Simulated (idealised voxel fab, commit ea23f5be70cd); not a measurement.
You're looking at the process module voxel self aligned contacts.
Square cells of 5 nm make up the cross-section cut, whose width is 265 nm.
Think of the cross-section as a grid of square cells. We describe it in bands, top to bottom, and each band covers one or more rows of those cells.
Band: top height; bottom height; in nm. Then, left to right: material with width in nm, for each material. "everywhere": a single material spanning edge to edge. "air": empty space.
Zero point of the height axis is 0; under it, received wafer = one material. Lowest band: continues down indefinitely, "z 0 and below".
The notation "30->40" denotes a width that varies across the rows of cells in the band, beginning at the first number in the top row, finishing at the second number in the bottom row, and changing by an identical amount from each row to the next.
Given "no alterations made" for a step, no cell of the cross-section differs between before and after that step.
Closed empty spaces (no open way to the top) of 8 cells or more are what "Sealed voids" lists, each as width x height at distance from the left edge, nm for all three.
after a step's settings: what the simulator itself notes on the step
"overlay nm", when on a step's line for a step with a mask, measures how far to the right of its planned place the mask lay; a negative measure means to the left.

### Process steps foreseen in the plan
step 1: RECEIVE, material Si
step 2: CONFORMAL_DEP, material SiO2, thk nm 5
step 3: DIRECTIONAL_DEP, material polySi, thk nm 25
step 4: DIRECTIONAL_DEP, material SiN, thk nm 20
step 5: DIRECTIONAL_DEP, material aC, thk nm 10
step 6: PATTERN, tone cover, mask id GATE, material resist, width nm 25, pitch nm 70, thk nm 30, overlay nm -15
step 7: DIRECTIONAL_ETCH, etch materials aC, depth nm 10
step 8: STRIP, etch materials resist
step 9: DIRECTIONAL_ETCH, etch materials SiN, depth nm 20
step 10: DIRECTIONAL_ETCH, etch materials polySi, depth nm 25
step 11: STRIP, etch materials aC
step 12: CONFORMAL_DEP, material SiN, thk nm 10
step 13: DIRECTIONAL_ETCH, etch materials SiN, depth nm 10
step 14: FILL_DEP, material SiO2, thk nm 15
step 15: CMP, height nm 55
step 16: DIRECTIONAL_DEP, material aC, thk nm 15
step 17: PATTERN, tone open, mask id CONTACT, material resist, width nm 55, thk nm 35, overlay nm 0
step 18: DIRECTIONAL_ETCH, etch materials aC, depth nm 15
step 19: STRIP, etch materials resist
step 20: DIRECTIONAL_ETCH, etch materials SiO2, depth nm 55
step 21: STRIP, etch materials aC
step 22: CONFORMAL_DEP, material TiN, thk nm 5
step 23: FILL_DEP, material Ru, thk nm 10
step 24: CMP, height nm 55
step 25: CONFORMAL_DEP, material SiN, thk nm 5
All wafers enter the flow in the same state. The overlay nm at step 6 differs from wafer to wafer, and the plan gives the value for the first wafer.

### After step 1, as received: first of several wafers, cross-section
z 0 and below = Si everywhere
Sealed voids: none

### Heads up, this table goes wafer by wafer. A row tells you, at the end of the module, how many cells of each material that wafer has put on (+) or dropped (-) since it was received, and then its closed voids
overlay nm -15, +30 Ru, +165 SiN, +360 SiO2, +31 TiN, +50 polySi, Sealed voids: none
overlay nm -10, +30 Ru, +165 SiN, +360 SiO2, +31 TiN, +50 polySi, Sealed voids: none
overlay nm -5, +30 Ru, +165 SiN, +360 SiO2, +31 TiN, +50 polySi, Sealed voids: none
overlay nm 0, +30 Ru, +165 SiN, +360 SiO2, +31 TiN, +50 polySi, Sealed voids: none
overlay nm 5, +30 Ru, +165 SiN, +360 SiO2, +31 TiN, +50 polySi, Sealed voids: none
overlay nm 10, +30 Ru, +165 SiN, +360 SiO2, +31 TiN, +50 polySi, Sealed voids: none
overlay nm 15, +30 Ru, +165 SiN, +360 SiO2, +31 TiN, +50 polySi, Sealed voids: none
